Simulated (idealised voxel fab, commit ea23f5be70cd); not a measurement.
Process module, titled voxel lift off
Each square cell in cross-section cut measures 5 nm, and the section as a whole is 300 nm wide.
Notation: cross-section as square-cell grid; stated in bands, top first, going down; one or more cell rows per band. Top height, bottom height, nm. Materials left to right, width each, nm. Single material + "throughout" = fills band edge to edge. "air" = empty. Ref level 0: as-received wafer is one material below here. Bottom band extends down with no lower bound ("0 -> down"). With a width like "30->40", each row of cells in the band differs from the next by the same amount, the top row carrying the first number and the bottom row the second. What does "no alterations made" mean for a step? It means no cell of the cross-section changed in that step. "Enclosed empty spaces": empty spaces of 8 cells or more with no open way to the top, each given as width x height at distance, distance from the left edge, all in nm. Past the settings on a step's line: simulator remark, on that step. What "overlay nm" on a step's line means: if the step has a mask, that mask lay this far to the right of its planned place, or, when the value is negative, to the left.

THE STEPS PLANNED FOR THE PROCESS ARE AS FOLLOWS
step 1: op RECEIVE | material Si
step 2: op CONFORMAL_DEP | material SiN | thk nm 15
step 3: op PATTERN | tone open | mask id LINES | material resist | width nm 30 | pitch nm 60 | thk nm 20 | overlay nm 0
step 4: op DIRECTIONAL_DEP | material Ru | thk nm 10
step 5: op STRIP | etch materials resist
step 6: op CONFORMAL_DEP | material SiCN | thk nm 10

CROSS-SECTIONAL VIEW OF THE WAFER IN ITS AS-RECEIVED CONDITION, CORRESPONDING TO THE STATE AFTER STEP 1
- 0 -> down | Si throughout
- Enclosed empty spaces: none

CROSS-SECTIONAL IMAGE OF THE FIRST OF TWO WAFERS AT THE END OF THE MODULE, THE RUN HAVING PROCEEDED AS PLANNED
- 35 -> 25 | air (65)  SiCN (50)  air (10)  SiCN (50)  air (10)  SiCN (50)  air (65)
- 25 -> 15 | SiCN (75)  Ru (30)  SiCN (30)  Ru (30)  SiCN (30)  Ru (30)  SiCN (75)
- 15 -> 0 | SiN throughout
- 0 -> down | Si throughout
- Enclosed empty spaces: none

SECOND WAFER OF THE TWO, SECTIONED AT THE END OF THE MODULE. IT BEGAN LIKE THE FIRST AND FOLLOWED THE SAME PLAN, BUT ONE MISTAKE WAS MADE WHILE RUNNING IT
- 50 -> 40 | air (65)  SiCN (50)  air (10)  SiCN (50)  air (10)  SiCN (50)  air (65)
- 40 -> 30 | SiCN (75)  Ru (30)  SiCN (30)  Ru (30)  SiCN (30)  Ru (30)  SiCN (75)
- 30 -> 0 | SiN throughout
- 0 -> down | Si throughout
- Enclosed empty spaces: none
What broke from the plan during processing? it should be noted that step 2 of the plan was executed twice
End of process, cell counts, second wafer against first, materials with more or fewer: SiN +180
